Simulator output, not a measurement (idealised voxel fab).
Title: Process Module voxel self aligned vias
Section shown: cut. Width: 250 nm. Cell size: 5 nm, square.
Each cross-section below is a grid of square cells, stated as bands in top-down order, with one or more rows of cells making up each band. What a band's entry tells you: where the top is and where the bottom is, as heights in nm, and after that what lies inside, material by material from left to right, each with its width in nm. Empty space is written as the word "empty", and a single material marked with the word "everywhere" occupies the band from edge to edge. Height is counted from the level 0, under which the received wafer is composed throughout of one material. The lowest of the bands is not closed at the bottom but continues downward, in the notation "0 nm and below". When a width is written as two numbers, as in "30->40", the first number is the width in the top row of cells of the band and the second is the width in its bottom row, and the width changes by the same amount from each row to the next. Reading "remained unchanged" for a step: not a cell of the cross-section changed in it. Under "Sealed void inventory" you'll find the enclosed gaps, the ones with no way out to the top, that are 8 cells or bigger; each reads width x height at distance, with distance counted from the left edge, everything in nm. If you see something after the settings on a step's line, that's the simulator's own remark about that step. overlay nm: step with mask; distance mask lay right of planned place; negative value = left of planned place.
The process steps that were planned are listed below
- 1: op RECEIVE | material Si
- 2: op CONFORMAL_DEP | material SiO2 | thk nm 10
- 3: op CONFORMAL_DEP | material SiCN | thk nm 5
- 4: op DIRECTIONAL_DEP | material lowk | thk nm 30
- 5: op DIRECTIONAL_DEP | material aC | thk nm 10
- 6: op PATTERN | tone open | mask id LINES | material resist | width nm 20 | pitch nm 70 | thk nm 25 | overlay nm 0
- 7: op DIRECTIONAL_ETCH | etch materials aC | depth nm 10
- 8: op STRIP | etch materials resist
- 9: op DIRECTIONAL_ETCH | etch materials lowk | depth nm 30
- 10: op STRIP | etch materials aC
- 11: op CONFORMAL_DEP | material TiN | thk nm 5
- 12: op FILL_DEP | material Ru | thk nm 10
- 13: op CMP | height nm 45
- 14: op SELECTIVE_ETCH | etch materials W Ru TiN | depth nm 10
- 15: op FILL_DEP | material SiN | thk nm 10
- 16: op CMP | height nm 45
- 17: op DIRECTIONAL_DEP | material lowk | thk nm 15
- 18: op DIRECTIONAL_DEP | material aC | thk nm 10
- 19: op PATTERN | tone open | mask id VIAS | material resist | width nm 40 | pitch nm 70 | thk nm 25 | overlay nm 0
- 20: op DIRECTIONAL_ETCH | etch materials aC | depth nm 10
- 21: op STRIP | etch materials resist
- 22: op DIRECTIONAL_ETCH | etch materials lowk | depth nm 15
- 23: op DIRECTIONAL_ETCH | etch materials SiN | depth nm 10
- 24: op STRIP | etch materials aC
- 25: op CONFORMAL_DEP | material TiN | thk nm 5
- 26: op FILL_DEP | material Ru | thk nm 5
- 27: op CMP | height nm 60
- 28: op CONFORMAL_DEP | material SiCN | thk nm 5
Cross-section of the incoming wafer, state after step 1
- 0 nm and below | Si everywhere
- Sealed void inventory: none
Cross-section at module end, one run error; start and plan unchanged from above
- 65 nm to 60 nm | SiCN everywhere
- 60 nm to 50 nm | lowk 70 nm; TiN 5 nm; Ru 30 nm; TiN 5 nm; lowk 30 nm; TiN 5 nm; Ru 30 nm; TiN 5 nm; lowk 70 nm
- 50 nm to 40 nm | lowk 70->80 nm; TiN 15->5 nm; Ru 10 nm; TiN 15->5 nm; lowk 30->50 nm; TiN 15->5 nm; Ru 10 nm; TiN 15->5 nm; lowk 70->80 nm
- 40 nm to 35 nm | lowk 80 nm; TiN 20 nm; lowk 50 nm; TiN 20 nm; lowk 80 nm
- 35 nm to 20 nm | lowk 80 nm; TiN 5 nm; Ru 10 nm; TiN 5 nm; lowk 50 nm; TiN 5 nm; Ru 10 nm; TiN 5 nm; lowk 80 nm
- 20 nm to 15 nm | lowk 80 nm; TiN 20 nm; lowk 50 nm; TiN 20 nm; lowk 80 nm
- 15 nm to 5 nm | SiO2 everywhere
- 5 nm to 0 nm | SiCN everywhere
- 0 nm and below | Si everywhere
- Sealed void inventory: none
Short version of what went wrong: plan steps 2 and 3 run swapped
